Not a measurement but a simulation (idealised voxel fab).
You're looking at the process module voxel ribs on slabs.
Section cut is 140 nm wide and gridded with 5 nm square cells.
Cross-section spec: square-cell grid; bands listed top down; each band is one or more rows.
Within each band entry, the heights of the top and of the bottom of the band appear first, in that order and in nm; the materials of the band then follow from left to right, each with its corresponding width in nm. The designation "everywhere" on a single material indicates that it fills the band from edge to edge; the designation "empty" indicates empty space.
The level at which height equals 0 is the one under which the wafer, as it arrives, is entirely one material. No lower edge exists for the bottom band, which continues downward and is notated as in "0 and below".
Width spec "30..40" -> top row of cells at first value, bottom row at second value, equal per-row change in between.
Any step labelled "remains unaltered" changed none of the cells in the cross-section.
"Enclosed void catalog": empty spaces of 8 cells or more with no open way to the top, each given as width x height at distance, distance from the left edge, all in nm.
Past the settings on a step's line: simulator remark, on that step.
You can add "overlay nm" to a step's line. For a step with a mask, it describes how far the mask lay to the right of its planned position, and a negative number describes a lay to the left.

**Process steps (planned)**
1) RECEIVE, material Si
2) DIRECTIONAL_DEP, material SiO2, thk nm 20
3) DIRECTIONAL_DEP, material SiN, thk nm 15
4) DIRECTIONAL_DEP, material aC, thk nm 15
5) PATTERN, tone cover, mask id RIB, material resist, width nm 25, thk nm 35, overlay nm 0
6) DIRECTIONAL_ETCH, etch materials aC, depth nm 15
7) STRIP, etch materials resist
8) DIRECTIONAL_ETCH, etch materials SiN, depth nm 10
9) STRIP, etch materials aC
10) DIRECTIONAL_DEP, material aC, thk nm 10
11) PATTERN, tone cover, mask id SLAB, material resist, width nm 75, thk nm 30, overlay nm 0
12) DIRECTIONAL_ETCH, etch materials aC, depth nm 5
13) STRIP, etch materials resist
14) DIRECTIONAL_ETCH, etch materials SiN, depth nm 5
15) STRIP, etch materials aC
16) FILL_DEP, material SiO2, thk nm 20
17) CMP, height nm 50
18) DIRECTIONAL_DEP, material W, thk nm 10
19) MASKED_ETCH, tone cover, mask id HEATER, width nm 35, etch materials W, depth nm 10, overlay nm 0
20) CONFORMAL_DEP, material SiO2, thk nm 10
varied across the wafers: depth nm of step 12. The plan shows the first wafer's value. All wafers start alike

**Cross-section of the first of several wafers on receipt, reflecting completion of step 1**
- 0 and below = Si everywhere
- Enclosed void catalog: none

**The figure below presents a cross-section of the first of several wafers at the conclusion of the module, following its last step, step 20**
- 70 down to 60 = empty 40 | SiO2 55 | empty 45
- 60 down to 50 = SiO2 50 | W 35 | SiO2 55
- 50 down to 35 = SiO2 everywhere
- 35 down to 25 = SiO2 55 | SiN 25 | SiO2 60
- 25 down to 20 = SiN everywhere
- 20 down to 0 = SiO2 everywhere
- 0 and below = Si everywhere
- Enclosed void catalog: none

**Showing the last wafer in cross-section at the end of the module**
- 70 down to 60 = empty 40 | SiO2 55 | empty 45
- 60 down to 50 = SiO2 50 | W 35 | SiO2 55
- 50 down to 35 = SiO2 everywhere
- 35 down to 25 = SiO2 55 | SiN 25 | SiO2 60
- 25 down to 20 = SiO2 30 | SiN 75 | SiO2 35
- 20 down to 0 = SiO2 everywhere
- 0 and below = Si everywhere
- Enclosed void catalog: none

**The following table contains a row per wafer, in which are reported, at the conclusion of the module, the cells of each material gained (+) or lost (-) since the wafer's receipt, with its closed voids given thereafter**
depth nm 5 | +38 SiN | +306 SiO2 | +14 W | Enclosed void catalog: none
depth nm 10 | +25 SiN | +319 SiO2 | +14 W | Enclosed void catalog: none
depth nm 15 | +25 SiN | +319 SiO2 | +14 W | Enclosed void catalog: none
depth nm 20 | +25 SiN | +319 SiO2 | +14 W | Enclosed void catalog: none
depth nm 25 | +25 SiN | +319 SiO2 | +14 W | Enclosed void catalog: none
